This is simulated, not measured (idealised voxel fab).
process module | voxel wiring stack
cross-section cut | 225 nm wide | cells 5 nm
A cross-section is a grid of square cells, given in bands from the top down. A band is one or more rows of cells.
Each band's line starts with the height of the band's top and of its bottom, in nm. Then come its materials from left to right, each with its width in nm. One material with "throughout" fills the band from edge to edge. "air" is empty space.
Height 0 is the level under which the wafer as received is all one material. The lowest band goes on downwards, as in "0 down".
A width such as "30 to 40" changes by the same amount from each row of cells to the next, from the band's top row to its bottom row.
"no change" after a step means that no cell of the cross-section changed.
closed voids: empty space of 8 cells or more with no open way to the top, each as width x height at its distance from the left edge, in nm
after a step's settings: what the simulator itself notes on the step
overlay nm, on a step with a mask: how far to the right of its planned place the mask lay; to the left if negative
Each pair below shows a cross-section before one step and the cross-section after it, down to the lowest band that changed. The line under each pair gives the step between them, with its settings. The pairs can come from different runs of this module on the same starting wafer, so a pair continues from the pair above only where its "before" says so.
before
  0 down: Si throughout
  closed voids: none
after
  10 to 0: SiO2 throughout
  below 0: unchanged
  closed voids: none
the step between: op CONFORMAL_DEP | material SiO2 | thk nm 10
before: the cross-section after the pair above
after
  15 to 10: SiCN throughout
  below 10: unchanged
  closed voids: none
the step between: op CONFORMAL_DEP | material SiCN | thk nm 5
before: the cross-section after the pair above
after
  40 to 15: SiO2 throughout
  below 15: unchanged
  closed voids: none
the step between: op DIRECTIONAL_DEP | material SiO2 | thk nm 25
before: the cross-section after the pair above
after
  40 to 15: SiO2 75 | air 25 | SiO2 20 | air 25 | SiO2 80
  below 15: unchanged
  closed voids: none
the step between: op MASKED_ETCH | tone open | mask id METAL_1 | width nm 25 | pitch nm 45 | etch materials SiO2 | depth nm 25 | overlay nm 0
before: the cross-section after the pair above
after
  40 to 15: SiO2 75 | air 25 | SiO2 20 | air 25 | SiO2 80
  15 to 10: SiCN 75 | air 25 | SiCN 20 | air 25 | SiCN 80
  below 10: unchanged
  closed voids: none
the step between: op MASKED_ETCH | tone open | mask id METAL_1 | width nm 25 | pitch nm 45 | etch materials SiCN | depth nm 5 | overlay nm 0
before: the cross-section after the pair above
after
  45 to 40: TiN 80 | air 15 | TiN 30 | air 15 | TiN 85
  40 to 15: SiO2 75 | TiN 5 | air 15 | TiN 5 | SiO2 20 | TiN 5 | air 15 | TiN 5 | SiO2 80
  15 to 10: SiCN 75 | TiN 25 | SiCN 20 | TiN 25 | SiCN 80
  below 10: unchanged
  closed voids: none
the step between: op CONFORMAL_DEP | material TiN | thk nm 5
before: the cross-section after the pair above
after
  50 to 45: Ru throughout
  45 to 40: TiN 80 | Ru 15 | TiN 30 | Ru 15 | TiN 85
  40 to 15: SiO2 75 | TiN 5 | Ru 15 | TiN 5 | SiO2 20 | TiN 5 | Ru 15 | TiN 5 | SiO2 80
  below 15: unchanged
  closed voids: none
the step between: op FILL_DEP | material Ru | thk nm 5
before: the cross-section after the pair above
after
  40 to 15: SiO2 75 | TiN 5 | Ru 15 | TiN 5 | SiO2 20 | TiN 5 | Ru 15 | TiN 5 | SiO2 80
  below 15: unchanged
  closed voids: none
the step between: op CMP | height nm 40
before: the cross-section after the pair above
after
  45 to 40: SiCN throughout
  below 40: unchanged
  closed voids: none
the step between: op CONFORMAL_DEP | material SiCN | thk nm 5
before: the cross-section after the pair above
after
  75 to 45: lowk throughout
  below 45: unchanged
  closed voids: none
the step between: op DIRECTIONAL_DEP | material lowk | thk nm 30
before: the cross-section after the pair above
after
  95 to 75: resist 75 | air 15 | resist 135
  below 75: unchanged
  closed voids: none
the step between: op PATTERN | tone open | mask id METAL_2_HOLES | material resist | width nm 15 | thk nm 20 | overlay nm 0
before: the cross-section after the pair above
after
  95 to 75: resist 75 | air 15 | resist 135
  75 to 45: lowk 75 | air 15 | lowk 135
  below 45: unchanged
  closed voids: none
the step between: op DIRECTIONAL_ETCH | etch materials lowk | depth nm 30
before: the cross-section after the pair above
after
  75 to 45: lowk 75 | air 15 | lowk 135
  below 45: unchanged
  closed voids: none
the step between: op STRIP | etch materials resist
before: the cross-section after the pair above
after
  90 to 75: resist 75 | air 25 | resist 20 | air 25 | resist 80
  below 75: unchanged
  closed voids: none
the step between: op PATTERN | tone open | mask id METAL_2 | material resist | width nm 25 | pitch nm 45 | thk nm 15 | overlay nm 0
before: the cross-section after the pair above
after
  90 to 75: resist 75 | air 25 | resist 20 | air 25 | resist 80
  75 to 60: lowk 75 | air 25 | lowk 20 | air 25 | lowk 80
  below 60: unchanged
  closed voids: none
the step between: op DIRECTIONAL_ETCH | etch materials lowk | depth nm 15
before: the cross-section after the pair above
after
  90 to 75: resist 75 | air 25 | resist 20 | air 25 | resist 80
  75 to 60: lowk 75 | air 25 | lowk 20 | air 25 | lowk 80
  60 to 45: lowk 75 | air 15 | lowk 135
  45 to 40: SiCN 75 | air 15 | SiCN 135
  below 40: unchanged
  closed voids: none
the step between: op DIRECTIONAL_ETCH | etch materials SiCN | depth nm 5
before: the cross-section after the pair above
after
  75 to 60: lowk 75 | air 25 | lowk 20 | air 25 | lowk 80
  below 60: unchanged
  closed voids: none
the step between: op STRIP | etch materials resist
before: the cross-section after the pair above
after
  80 to 75: TiN 80 | air 15 | TiN 30 | air 15 | TiN 85
  75 to 65: lowk 75 | TiN 5 | air 15 | TiN 5 | lowk 20 | TiN 5 | air 15 | TiN 5 | lowk 80
  65 to 60: lowk 75 | TiN 5 | air 5 | TiN 15 | lowk 20 | TiN 25 | lowk 80
  60 to 45: lowk 75 | TiN 5 | air 5 | TiN 5 | lowk 135
  45 to 40: SiCN 75 | TiN 15 | SiCN 135
  below 40: unchanged
  closed voids: none
the step between: op CONFORMAL_DEP | material TiN | thk nm 5
before: the cross-section after the pair above
after
  85 to 80: Cu throughout
  80 to 75: TiN 80 | Cu 15 | TiN 30 | Cu 15 | TiN 85
  75 to 65: lowk 75 | TiN 5 | Cu 15 | TiN 5 | lowk 20 | TiN 5 | Cu 15 | TiN 5 | lowk 80
  65 to 60: lowk 75 | TiN 5 | Cu 5 | TiN 15 | lowk 20 | TiN 25 | lowk 80
  60 to 45: lowk 75 | TiN 5 | Cu 5 | TiN 5 | lowk 135
  below 45: unchanged
  closed voids: none
the step between: op FILL_DEP | material Cu | thk nm 5
before: the cross-section after the pair above
after
  75 to 65: lowk 75 | TiN 5 | Cu 15 | TiN 5 | lowk 20 | TiN 5 | Cu 15 | TiN 5 | lowk 80
  below 65: unchanged
  closed voids: none
the step between: op CMP | height nm 75
before: the cross-section after the pair above
after
  80 to 75: SiCN throughout
  below 75: unchanged
  closed voids: none
the step between: op CONFORMAL_DEP | material SiCN | thk nm 5
before: the cross-section after the pair above
after
  100 to 80: SiO2 throughout
  below 80: unchanged
  closed voids: none
the step between: op DIRECTIONAL_DEP | material SiO2 | thk nm 20
before: the cross-section after the pair above
after
  120 to 100: resist 75 | air 15 | resist 30 | air 15 | resist 90
  below 100: unchanged
  closed voids: none
the step between: op PATTERN | tone open | mask id PLUG_2 | material resist | width nm 15 | pitch nm 45 | thk nm 20 | overlay nm 0
before: the cross-section after the pair above
after
  120 to 100: resist 75 | air 15 | resist 30 | air 15 | resist 90
  100 to 80: SiO2 75 | air 15 | SiO2 30 | air 15 | SiO2 90
  below 80: unchanged
  closed voids: none
the step between: op DIRECTIONAL_ETCH | etch materials SiO2 | depth nm 20
before: the cross-section after the pair above
after
  120 to 100: resist 75 | air 15 | resist 30 | air 15 | resist 90
  100 to 80: SiO2 75 | air 15 | SiO2 30 | air 15 | SiO2 90
  80 to 75: SiCN 75 | air 15 | SiCN 30 | air 15 | SiCN 90
  below 75: unchanged
  closed voids: none
the step between: op DIRECTIONAL_ETCH | etch materials SiCN | depth nm 5
before: the cross-section after the pair above
after
  100 to 80: SiO2 75 | air 15 | SiO2 30 | air 15 | SiO2 90
  below 80: unchanged
  closed voids: none
the step between: op STRIP | etch materials resist
before: the cross-section after the pair above
after
  100 to 85: SiO2 75 | air 15 | SiO2 30 | air 15 | SiO2 90
  85 to 80: SiO2 75 | Ru 15 | SiO2 30 | Ru 15 | SiO2 90
  80 to 75: SiCN 75 | Ru 15 | SiCN 30 | Ru 15 | SiCN 90
  below 75: unchanged
  closed voids: none
the step between: op EPI | material Ru | thk nm 10
before: the cross-section after the pair above
after
  100 to 95: SiO2 75 | air 15 | SiO2 30 | air 15 | SiO2 90
  95 to 80: SiO2 75 | Ru 15 | SiO2 30 | Ru 15 | SiO2 90
  below 80: unchanged
  closed voids: none
the step between: op EPI | material Ru | thk nm 10
before: the cross-section after the pair above
after
  100 to 80: SiO2 75 | Ru 15 | SiO2 30 | Ru 15 | SiO2 90
  below 80: unchanged
  closed voids: none
the step between: op EPI | material Ru | thk nm 5
before: the cross-section after the pair above
after
  105 to 100: TiN throughout
  below 100: unchanged
  closed voids: none
the step between: op DIRECTIONAL_DEP | material TiN | thk nm 5
before: the cross-section after the pair above
after
  125 to 105: Ru throughout
  below 105: unchanged
  closed voids: none
the step between: op DIRECTIONAL_DEP | material Ru | thk nm 20
before: the cross-section after the pair above
after
  140 to 125: aC throughout
  below 125: unchanged
  closed voids: none
the step between: op DIRECTIONAL_DEP | material aC | thk nm 15
before: the cross-section after the pair above
after
  170 to 140: air 75 | resist 25 | air 20 | resist 25 | air 80
  below 140: unchanged
  closed voids: none
the step between: op PATTERN | tone cover | mask id METAL_3 | material resist | width nm 25 | pitch nm 45 | thk nm 30 | overlay nm 0
before: the cross-section after the pair above
after
  155 to 140: air 75 | resist 25 | air 20 | resist 25 | air 80
  140 to 125: air 75 | aC 25 | air 20 | aC 25 | air 80
  below 125: unchanged
  closed voids: none
the step between: op DIRECTIONAL_ETCH | etch materials aC | depth nm 15
before: the cross-section after the pair above
after
  140 to 125: air 75 | aC 25 | air 20 | aC 25 | air 80
  below 125: unchanged
  closed voids: none
the step between: op STRIP | etch materials resist
before: the cross-section after the pair above
after
  140 to 125: air 75 | aC 25 | air 20 | aC 25 | air 80
  125 to 105: air 75 | Ru 25 | air 20 | Ru 25 | air 80
  below 105: unchanged
  closed voids: none
the step between: op DIRECTIONAL_ETCH | etch materials Ru | depth nm 20
before: the cross-section after the pair above
after
  140 to 125: air 75 | aC 25 | air 20 | aC 25 | air 80
  125 to 105: air 75 | Ru 25 | air 20 | Ru 25 | air 80
  105 to 100: air 75 | TiN 25 | air 20 | TiN 25 | air 80
  below 100: unchanged
  closed voids: none
the step between: op DIRECTIONAL_ETCH | etch materials TiN | depth nm 5
before: the cross-section after the pair above
after
  125 to 105: air 75 | Ru 25 | air 20 | Ru 25 | air 80
  below 105: unchanged
  closed voids: none
the step between: op STRIP | etch materials aC
before: the cross-section after the pair above
after
  135 to 125: SiO2 throughout
  125 to 105: SiO2 75 | Ru 25 | SiO2 20 | Ru 25 | SiO2 80
  105 to 100: SiO2 75 | TiN 25 | SiO2 20 | TiN 25 | SiO2 80
  below 100: unchanged
  closed voids: none
the step between: op FILL_DEP | material SiO2 | thk nm 10
before: the cross-section after the pair above
after
  125 to 105: SiO2 75 | Ru 25 | SiO2 20 | Ru 25 | SiO2 80
  below 105: unchanged
  closed voids: none
the step between: op CMP | height nm 125
before: the cross-section after the pair above
after
  130 to 125: SiCN throughout
  below 125: unchanged
  closed voids: none
the step between: op CONFORMAL_DEP | material SiCN | thk nm 5
before
  100 to 85: SiO2 75 | air 15 | SiO2 30 | air 15 | SiO2 90
  85 to 80: SiO2 75 | Ru 15 | SiO2 30 | Ru 15 | SiO2 90
  80 to 75: SiCN 75 | Ru 15 | SiCN 30 | Ru 15 | SiCN 90
  75 to 65: lowk 75 | TiN 5 | Cu 15 | TiN 5 | lowk 20 | TiN 5 | Cu 15 | TiN 5 | lowk 80
  65 to 60: lowk 75 | TiN 5 | Cu 5 | TiN 15 | lowk 20 | TiN 25 | lowk 80
  60 to 45: lowk 75 | TiN 5 | Cu 5 | TiN 5 | lowk 135
  45 to 40: SiCN 75 | TiN 15 | SiCN 135
  40 to 15: SiO2 75 | TiN 5 | Ru 15 | TiN 5 | SiO2 20 | TiN 5 | Ru 15 | TiN 5 | SiO2 80
  15 to 10: SiCN 75 | TiN 25 | SiCN 20 | TiN 25 | SiCN 80
  10 to 0: SiO2 throughout
  0 down: Si throughout
  closed voids: none
after
  100 to 90: SiO2 75 | air 15 | SiO2 30 | air 15 | SiO2 90
  90 to 80: SiO2 75 | Ru 15 | SiO2 30 | Ru 15 | SiO2 90
  below 80: unchanged
  closed voids: none
the step between: op EPI | material Ru | thk nm 5
before: the cross-section after the pair above
after
  105 to 100: TiN 75 | air 15 | TiN 30 | air 15 | TiN 90
  100 to 95: SiO2 75 | air 15 | SiO2 30 | air 15 | SiO2 90
  95 to 90: SiO2 75 | TiN 15 | SiO2 30 | TiN 15 | SiO2 90
  below 90: unchanged
  closed voids: none
the step between: op DIRECTIONAL_DEP | material TiN | thk nm 5
before: the cross-section after the pair above
after
  125 to 115: Ru 75 | air 15 | Ru 30 | air 15 | Ru 90
  115 to 105: Ru throughout
  105 to 100: TiN 75 | Ru 15 | TiN 30 | Ru 15 | TiN 90
  100 to 95: SiO2 75 | Ru 15 | SiO2 30 | Ru 15 | SiO2 90
  below 95: unchanged
  closed voids: none
the step between: op DIRECTIONAL_DEP | material Ru | thk nm 20
before: the cross-section after the pair above
after
  140 to 130: aC 75 | air 15 | aC 30 | air 15 | aC 90
  130 to 125: aC throughout
  125 to 115: Ru 75 | aC 15 | Ru 30 | aC 15 | Ru 90
  below 115: unchanged
  closed voids: none
the step between: op DIRECTIONAL_DEP | material aC | thk nm 15
before: the cross-section after the pair above
after
  170 to 140: air 75 | resist 25 | air 20 | resist 25 | air 80
  140 to 130: aC 75 | resist 15 | aC 30 | resist 15 | aC 90
  below 130: unchanged
  closed voids: none
the step between: op PATTERN | tone cover | mask id METAL_3 | material resist | width nm 25 | pitch nm 45 | thk nm 30 | overlay nm 0
before: the cross-section after the pair above
after
  155 to 140: air 75 | resist 25 | air 20 | resist 25 | air 80
  140 to 130: air 75 | resist 15 | aC 10 | air 20 | resist 15 | aC 10 | air 80
  130 to 125: air 75 | aC 25 | air 20 | aC 25 | air 80
  below 125: unchanged
  closed voids: none
the step between: op DIRECTIONAL_ETCH | etch materials aC | depth nm 15
before: the cross-section after the pair above
after
  140 to 130: air 90 | aC 10 | air 35 | aC 10 | air 80
  below 130: unchanged
  closed voids: none
the step between: op STRIP | etch materials resist
before: the cross-section after the pair above
after
  140 to 130: air 90 | aC 10 | air 35 | aC 10 | air 80
  130 to 125: air 75 | aC 25 | air 20 | aC 25 | air 80
  125 to 115: air 75 | aC 15 | Ru 10 | air 20 | aC 15 | Ru 10 | air 80
  115 to 105: air 75 | Ru 25 | air 20 | Ru 25 | air 80
  below 105: unchanged
  closed voids: none
the step between: op DIRECTIONAL_ETCH | etch materials Ru | depth nm 20
before: the cross-section after the pair above
after
  140 to 130: air 90 | aC 10 | air 35 | aC 10 | air 80
  130 to 125: air 75 | aC 25 | air 20 | aC 25 | air 80
  125 to 115: air 75 | aC 15 | Ru 10 | air 20 | aC 15 | Ru 10 | air 80
  115 to 105: air 75 | Ru 25 | air 20 | Ru 25 | air 80
  105 to 100: air 75 | Ru 15 | TiN 10 | air 20 | Ru 15 | TiN 10 | air 80
  below 100: unchanged
  closed voids: none
the step between: op DIRECTIONAL_ETCH | etch materials TiN | depth nm 5
before: the cross-section after the pair above
after
  125 to 115: air 90 | Ru 10 | air 35 | Ru 10 | air 80
  below 115: unchanged
  closed voids: none
the step between: op STRIP | etch materials aC
before: the cross-section after the pair above
after
  135 to 125: SiO2 throughout
  125 to 115: SiO2 90 | Ru 10 | SiO2 35 | Ru 10 | SiO2 80
  115 to 105: SiO2 75 | Ru 25 | SiO2 20 | Ru 25 | SiO2 80
  105 to 100: SiO2 75 | Ru 15 | TiN 10 | SiO2 20 | Ru 15 | TiN 10 | SiO2 80
  below 100: unchanged
  closed voids: none
the step between: op FILL_DEP | material SiO2 | thk nm 10
before: the cross-section after the pair above
after
  125 to 115: SiO2 90 | Ru 10 | SiO2 35 | Ru 10 | SiO2 80
  below 115: unchanged
  closed voids: none
the step between: op CMP | height nm 125
before: the cross-section after the pair above
after
  130 to 125: SiCN throughout
  below 125: unchanged
  closed voids: none
the step between: op CONFORMAL_DEP | material SiCN | thk nm 5
before
  100 to 95: SiO2 75 | air 15 | SiO2 30 | air 15 | SiO2 90
  95 to 80: SiO2 75 | Ru 15 | SiO2 30 | Ru 15 | SiO2 90
  80 to 75: SiCN 75 | Ru 15 | SiCN 30 | Ru 15 | SiCN 90
  75 to 65: lowk 75 | TiN 5 | Cu 15 | TiN 5 | lowk 20 | TiN 5 | Cu 15 | TiN 5 | lowk 80
  65 to 60: lowk 75 | TiN 5 | Cu 5 | TiN 15 | lowk 20 | TiN 25 | lowk 80
  60 to 45: lowk 75 | TiN 5 | Cu 5 | TiN 5 | lowk 135
  45 to 40: SiCN 75 | TiN 15 | SiCN 135
  40 to 15: SiO2 75 | TiN 5 | Ru 15 | TiN 5 | SiO2 20 | TiN 5 | Ru 15 | TiN 5 | SiO2 80
  15 to 10: SiCN 75 | TiN 25 | SiCN 20 | TiN 25 | SiCN 80
  10 to 0: SiO2 throughout
  0 down: Si throughout
  closed voids: none
after
  105 to 100: air 70 | Ru 25 | air 20 | Ru 25 | air 85
  100 to 80: SiO2 75 | Ru 15 | SiO2 30 | Ru 15 | SiO2 90
  below 80: unchanged
  closed voids: none
the step between: op EPI | material Ru | thk nm 10
before: the cross-section after the pair above
after
  110 to 100: air 65 | Ru 35 | air 10 | Ru 35 | air 80
  below 100: unchanged
  closed voids: none
the step between: op EPI | material Ru | thk nm 5
before: the cross-section after the pair above
after
  115 to 110: air 65 | TiN 35 | air 10 | TiN 35 | air 80
  110 to 105: air 65 | Ru 35 | air 10 | Ru 35 | air 80
  105 to 100: TiN 65 | Ru 35 | TiN 10 | Ru 35 | TiN 80
  below 100: unchanged
  closed voids: none
the step between: op DIRECTIONAL_DEP | material TiN | thk nm 5
before: the cross-section after the pair above
after
  135 to 125: air 65 | Ru 35 | air 10 | Ru 35 | air 80
  125 to 115: Ru throughout
  115 to 110: Ru 65 | TiN 35 | Ru 10 | TiN 35 | Ru 80
  110 to 105: Ru throughout
  below 105: unchanged
  closed voids: none
the step between: op DIRECTIONAL_DEP | material Ru | thk nm 20
before: the cross-section after the pair above
after
  150 to 140: air 65 | aC 35 | air 10 | aC 35 | air 80
  140 to 135: aC throughout
  135 to 125: aC 65 | Ru 35 | aC 10 | Ru 35 | aC 80
  below 125: unchanged
  closed voids: none
the step between: op DIRECTIONAL_DEP | material aC | thk nm 15
before: the cross-section after the pair above
after
  180 to 150: air 75 | resist 25 | air 20 | resist 25 | air 80
  below 150: unchanged
  closed voids: none
the step between: op PATTERN | tone cover | mask id METAL_3 | material resist | width nm 25 | pitch nm 45 | thk nm 30 | overlay nm 0
before: the cross-section after the pair above
after
  165 to 150: air 75 | resist 25 | air 20 | resist 25 | air 80
  150 to 135: air 75 | aC 25 | air 20 | aC 25 | air 80
  135 to 125: air 65 | Ru 35 | air 10 | Ru 35 | air 80
  below 125: unchanged
  closed voids: none
the step between: op DIRECTIONAL_ETCH | etch materials aC | depth nm 15
before: the cross-section after the pair above
after
  150 to 135: air 75 | aC 25 | air 20 | aC 25 | air 80
  below 135: unchanged
  closed voids: none
the step between: op STRIP | etch materials resist
before: the cross-section after the pair above
after
  150 to 135: air 75 | aC 25 | air 20 | aC 25 | air 80
  135 to 115: air 75 | Ru 25 | air 20 | Ru 25 | air 80
  115 to 110: air 65 | TiN 35 | air 10 | TiN 35 | air 80
  110 to 105: air 65 | Ru 35 | air 10 | Ru 35 | air 80
  below 105: unchanged
  closed voids: none
the step between: op DIRECTIONAL_ETCH | etch materials Ru | depth nm 20
before: the cross-section after the pair above
after
  150 to 135: air 75 | aC 25 | air 20 | aC 25 | air 80
  135 to 115: air 75 | Ru 25 | air 20 | Ru 25 | air 80
  115 to 110: air 75 | TiN 25 | air 20 | TiN 25 | air 80
  110 to 100: air 65 | Ru 35 | air 10 | Ru 35 | air 80
  below 100: unchanged
  closed voids: none
the step between: op DIRECTIONAL_ETCH | etch materials TiN | depth nm 5
before: the cross-section after the pair above
after
  135 to 115: air 75 | Ru 25 | air 20 | Ru 25 | air 80
  below 115: unchanged
  closed voids: none
the step between: op STRIP | etch materials aC
before: the cross-section after the pair above
after
  145 to 135: SiO2 throughout
  135 to 115: SiO2 75 | Ru 25 | SiO2 20 | Ru 25 | SiO2 80
  115 to 110: SiO2 75 | TiN 25 | SiO2 20 | TiN 25 | SiO2 80
  110 to 100: SiO2 65 | Ru 35 | SiO2 10 | Ru 35 | SiO2 80
  below 100: unchanged
  closed voids: none
the step between: op FILL_DEP | material SiO2 | thk nm 10
before: the cross-section after the pair above
after
  125 to 115: SiO2 75 | Ru 25 | SiO2 20 | Ru 25 | SiO2 80
  below 115: unchanged
  closed voids: none
the step between: op CMP | height nm 125
before: the cross-section after the pair above
after
  130 to 125: SiCN throughout
  below 125: unchanged
  closed voids: none
the step between: op CONFORMAL_DEP | material SiCN | thk nm 5
before
  100 to 80: SiO2 75 | Ru 15 | SiO2 30 | Ru 15 | SiO2 90
  80 to 75: SiCN 75 | Ru 15 | SiCN 30 | Ru 15 | SiCN 90
  75 to 65: lowk 75 | TiN 5 | Cu 15 | TiN 5 | lowk 20 | TiN 5 | Cu 15 | TiN 5 | lowk 80
  65 to 60: lowk 75 | TiN 5 | Cu 5 | TiN 15 | lowk 20 | TiN 25 | lowk 80
  60 to 45: lowk 75 | TiN 5 | Cu 5 | TiN 5 | lowk 135
  45 to 40: SiCN 75 | TiN 15 | SiCN 135
  40 to 15: SiO2 75 | TiN 5 | Ru 15 | TiN 5 | SiO2 20 | TiN 5 | Ru 15 | TiN 5 | SiO2 80
  15 to 10: SiCN 75 | TiN 25 | SiCN 20 | TiN 25 | SiCN 80
  10 to 0: SiO2 throughout
  0 down: Si throughout
  closed voids: none
after
  120 to 100: Ru throughout
  below 100: unchanged
  closed voids: none
the step between: op DIRECTIONAL_DEP | material Ru | thk nm 20
before: the cross-section after the pair above
after
  125 to 120: TiN throughout
  below 120: unchanged
  closed voids: none
the step between: op DIRECTIONAL_DEP | material TiN | thk nm 5
before: the cross-section after the pair above
after
  140 to 125: aC throughout
  below 125: unchanged
  closed voids: none
the step between: op DIRECTIONAL_DEP | material aC | thk nm 15
before: the cross-section after the pair above
after
  170 to 140: air 75 | resist 25 | air 20 | resist 25 | air 80
  below 140: unchanged
  closed voids: none
the step between: op PATTERN | tone cover | mask id METAL_3 | material resist | width nm 25 | pitch nm 45 | thk nm 30 | overlay nm 0
before: the cross-section after the pair above
after
  155 to 140: air 75 | resist 25 | air 20 | resist 25 | air 80
  140 to 125: air 75 | aC 25 | air 20 | aC 25 | air 80
  below 125: unchanged
  closed voids: none
the step between: op DIRECTIONAL_ETCH | etch materials aC | depth nm 15
before: the cross-section after the pair above
after
  140 to 125: air 75 | aC 25 | air 20 | aC 25 | air 80
  below 125: unchanged
  closed voids: none
the step between: op STRIP | etch materials resist
before: the cross-section after the pair above
after
  140 to 125: air 75 | aC 25 | air 20 | aC 25 | air 80
  125 to 120: air 75 | TiN 25 | air 20 | TiN 25 | air 80
  below 120: unchanged
  closed voids: none
the step between: op DIRECTIONAL_ETCH | etch materials TiN | depth nm 5
before: the cross-section after the pair above
after
  125 to 120: air 75 | TiN 25 | air 20 | TiN 25 | air 80
  below 120: unchanged
  closed voids: none
the step between: op STRIP | etch materials aC
before: the cross-section after the pair above
after
  135 to 125: SiO2 throughout
  125 to 120: SiO2 75 | TiN 25 | SiO2 20 | TiN 25 | SiO2 80
  below 120: unchanged
  closed voids: none
the step between: op FILL_DEP | material SiO2 | thk nm 10
before: the cross-section after the pair above
after
  125 to 120: SiO2 75 | TiN 25 | SiO2 20 | TiN 25 | SiO2 80
  below 120: unchanged
  closed voids: none
the step between: op CMP | height nm 125
before: the cross-section after the pair above
after
  130 to 125: SiCN throughout
  below 125: unchanged
  closed voids: none
the step between: op CONFORMAL_DEP | material SiCN | thk nm 5
before
  50 to 45: Ru throughout
  45 to 40: TiN 80 | Ru 15 | TiN 30 | Ru 15 | TiN 85
  40 to 15: SiO2 75 | TiN 5 | Ru 15 | TiN 5 | SiO2 20 | TiN 5 | Ru 15 | TiN 5 | SiO2 80
  15 to 10: SiCN 75 | TiN 25 | SiCN 20 | TiN 25 | SiCN 80
  10 to 0: SiO2 throughout
  0 down: Si throughout
  closed voids: none
after
  30 to 15: SiO2 75 | TiN 5 | Ru 15 | TiN 5 | SiO2 20 | TiN 5 | Ru 15 | TiN 5 | SiO2 80
  below 15: unchanged
  closed voids: none
the step between: op CMP | height nm 30
before: the cross-section after the pair above
after
  35 to 30: SiCN throughout
  below 30: unchanged
  closed voids: none
the step between: op CONFORMAL_DEP | material SiCN | thk nm 5
before: the cross-section after the pair above
after
  65 to 35: lowk throughout
  below 35: unchanged
  closed voids: none
the step between: op DIRECTIONAL_DEP | material lowk | thk nm 30
before: the cross-section after the pair above
after
  85 to 65: resist 75 | air 15 | resist 135
  below 65: unchanged
  closed voids: none
the step between: op PATTERN | tone open | mask id METAL_2_HOLES | material resist | width nm 15 | thk nm 20 | overlay nm 0
before: the cross-section after the pair above
after
  85 to 65: resist 75 | air 15 | resist 135
  65 to 35: lowk 75 | air 15 | lowk 135
  below 35: unchanged
  closed voids: none
the step between: op DIRECTIONAL_ETCH | etch materials lowk | depth nm 30
before: the cross-section after the pair above
after
  65 to 35: lowk 75 | air 15 | lowk 135
  below 35: unchanged
  closed voids: none
the step between: op STRIP | etch materials resist
before: the cross-section after the pair above
after
  80 to 65: resist 75 | air 25 | resist 20 | air 25 | resist 80
  below 65: unchanged
  closed voids: none
the step between: op PATTERN | tone open | mask id METAL_2 | material resist | width nm 25 | pitch nm 45 | thk nm 15 | overlay nm 0
before: the cross-section after the pair above
after
  80 to 65: resist 75 | air 25 | resist 20 | air 25 | resist 80
  65 to 50: lowk 75 | air 25 | lowk 20 | air 25 | lowk 80
  below 50: unchanged
  closed voids: none
the step between: op DIRECTIONAL_ETCH | etch materials lowk | depth nm 15
before: the cross-section after the pair above
after
  80 to 65: resist 75 | air 25 | resist 20 | air 25 | resist 80
  65 to 50: lowk 75 | air 25 | lowk 20 | air 25 | lowk 80
  50 to 35: lowk 75 | air 15 | lowk 135
  35 to 30: SiCN 75 | air 15 | SiCN 135
  below 30: unchanged
  closed voids: none
the step between: op DIRECTIONAL_ETCH | etch materials SiCN | depth nm 5
before: the cross-section after the pair above
after
  65 to 50: lowk 75 | air 25 | lowk 20 | air 25 | lowk 80
  below 50: unchanged
  closed voids: none
the step between: op STRIP | etch materials resist
before: the cross-section after the pair above
after
  70 to 65: TiN 80 | air 15 | TiN 30 | air 15 | TiN 85
  65 to 55: lowk 75 | TiN 5 | air 15 | TiN 5 | lowk 20 | TiN 5 | air 15 | TiN 5 | lowk 80
  55 to 50: lowk 75 | TiN 5 | air 5 | TiN 15 | lowk 20 | TiN 25 | lowk 80
  50 to 35: lowk 75 | TiN 5 | air 5 | TiN 5 | lowk 135
  35 to 30: SiCN 75 | TiN 15 | SiCN 135
  below 30: unchanged
  closed voids: none
the step between: op CONFORMAL_DEP | material TiN | thk nm 5
before: the cross-section after the pair above
after
  75 to 70: Cu throughout
  70 to 65: TiN 80 | Cu 15 | TiN 30 | Cu 15 | TiN 85
  65 to 55: lowk 75 | TiN 5 | Cu 15 | TiN 5 | lowk 20 | TiN 5 | Cu 15 | TiN 5 | lowk 80
  55 to 50: lowk 75 | TiN 5 | Cu 5 | TiN 15 | lowk 20 | TiN 25 | lowk 80
  50 to 35: lowk 75 | TiN 5 | Cu 5 | TiN 5 | lowk 135
  below 35: unchanged
  closed voids: none
the step between: op FILL_DEP | material Cu | thk nm 5
before: the cross-section after the pair above
after
  80 to 75: SiCN throughout
  below 75: unchanged
  closed voids: none
the step between: op CONFORMAL_DEP | material SiCN | thk nm 5
before: the cross-section after the pair above
after
  100 to 80: SiO2 throughout
  below 80: unchanged
  closed voids: none
the step between: op DIRECTIONAL_DEP | material SiO2 | thk nm 20
before: the cross-section after the pair above
after
  120 to 100: resist 75 | air 15 | resist 30 | air 15 | resist 90
  below 100: unchanged
  closed voids: none
the step between: op PATTERN | tone open | mask id PLUG_2 | material resist | width nm 15 | pitch nm 45 | thk nm 20 | overlay nm 0
before: the cross-section after the pair above
after
  120 to 100: resist 75 | air 15 | resist 30 | air 15 | resist 90
  100 to 80: SiO2 75 | air 15 | SiO2 30 | air 15 | SiO2 90
  below 80: unchanged
  closed voids: none
the step between: op DIRECTIONAL_ETCH | etch materials SiO2 | depth nm 20
before: the cross-section after the pair above
after
  120 to 100: resist 75 | air 15 | resist 30 | air 15 | resist 90
  100 to 80: SiO2 75 | air 15 | SiO2 30 | air 15 | SiO2 90
  80 to 75: SiCN 75 | air 15 | SiCN 30 | air 15 | SiCN 90
  below 75: unchanged
  closed voids: none
the step between: op DIRECTIONAL_ETCH | etch materials SiCN | depth nm 5
before: the cross-section after the pair above
after
  100 to 80: SiO2 75 | air 15 | SiO2 30 | air 15 | SiO2 90
  below 80: unchanged
  closed voids: none
the step between: op STRIP | etch materials resist
before: the cross-section after the pair above
after
  100 to 85: SiO2 75 | air 15 | SiO2 30 | air 15 | SiO2 90
  85 to 80: SiO2 75 | Ru 15 | SiO2 30 | Ru 15 | SiO2 90
  80 to 75: SiCN 75 | Ru 15 | SiCN 30 | Ru 15 | SiCN 90
  below 75: unchanged
  closed voids: none
the step between: op EPI | material Ru | thk nm 10
before: the cross-section after the pair above
after
  100 to 95: SiO2 75 | air 15 | SiO2 30 | air 15 | SiO2 90
  95 to 80: SiO2 75 | Ru 15 | SiO2 30 | Ru 15 | SiO2 90
  below 80: unchanged
  closed voids: none
the step between: op EPI | material Ru | thk nm 10
before: the cross-section after the pair above
after
  100 to 80: SiO2 75 | Ru 15 | SiO2 30 | Ru 15 | SiO2 90
  below 80: unchanged
  closed voids: none
the step between: op EPI | material Ru | thk nm 5
before: the cross-section after the pair above
after
  105 to 100: TiN throughout
  below 100: unchanged
  closed voids: none
the step between: op DIRECTIONAL_DEP | material TiN | thk nm 5
before: the cross-section after the pair above
after
  125 to 105: Ru throughout
  below 105: unchanged
  closed voids: none
the step between: op DIRECTIONAL_DEP | material Ru | thk nm 20
